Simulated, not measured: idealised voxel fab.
process module | voxel fin reveal
cross-section cut | 180 nm wide | cells 5 nm
A cross-section is a grid of square cells, given in bands from the top down. A band is one or more rows of cells.
Each band's line starts with the height of the band's top and of its bottom, in nm. Then come its materials from left to right, each with its width in nm. One material with "throughout" fills the band from edge to edge. "air" is empty space.
Height 0 is the level under which the wafer as received is all one material. The lowest band goes on downwards, as in "0 down".
A width such as "30 to 40" changes by the same amount from each row of cells to the next, from the band's top row to its bottom row.
"no change" after a step means that no cell of the cross-section changed.
closed voids: empty space of 8 cells or more with no open way to the top, each as width x height at its distance from the left edge, in nm
after a step's settings: what the simulator itself notes on the step
overlay nm, on a step with a mask: how far to the right of its planned place the mask lay; to the left if negative
plan
1 op RECEIVE | material Si
2 op CONFORMAL_DEP | material SiN | thk nm 10
3 op PATTERN | tone cover | mask id FINS | material resist | width nm 15 | pitch nm 45 | thk nm 15 | overlay nm 0
4 op DIRECTIONAL_ETCH | etch materials SiN | depth nm 10
5 op DIRECTIONAL_ETCH | etch materials Si | depth nm 40
6 op STRIP | etch materials resist
7 op OXIDIZE | depth nm 5
8 op FILL_DEP | material SiO2 | thk nm 10
9 op CMP | height nm 10
10 op SELECTIVE_ETCH | etch materials SiO2 | depth nm 30
11 op STRIP | etch materials SiN
12 op CONFORMAL_DEP | material HfO2 | thk nm 5
as received, after step 1
  0 down: Si throughout
  closed voids: none
a wafer at the end: this start, this plan, one mistake
  5 to 0: air 60 | HfO2 20 | air 25 | HfO2 20 | air 55
  0 to -15: air 60 | HfO2 5 | Si 10 | HfO2 5 | air 25 | HfO2 5 | Si 10 | HfO2 5 | air 55
  -15 to -20: HfO2 65 | Si 10 | HfO2 35 | Si 10 | HfO2 60
  -20 to -45: SiO2 65 | Si 10 | SiO2 35 | Si 10 | SiO2 60
  -45 down: Si throughout
  closed voids: none
what went wrong: step 3 ran as: op PATTERN | tone cover | mask id FINS | material resist | width nm 20 | pitch nm 45 | thk nm 15 | overlay nm 0
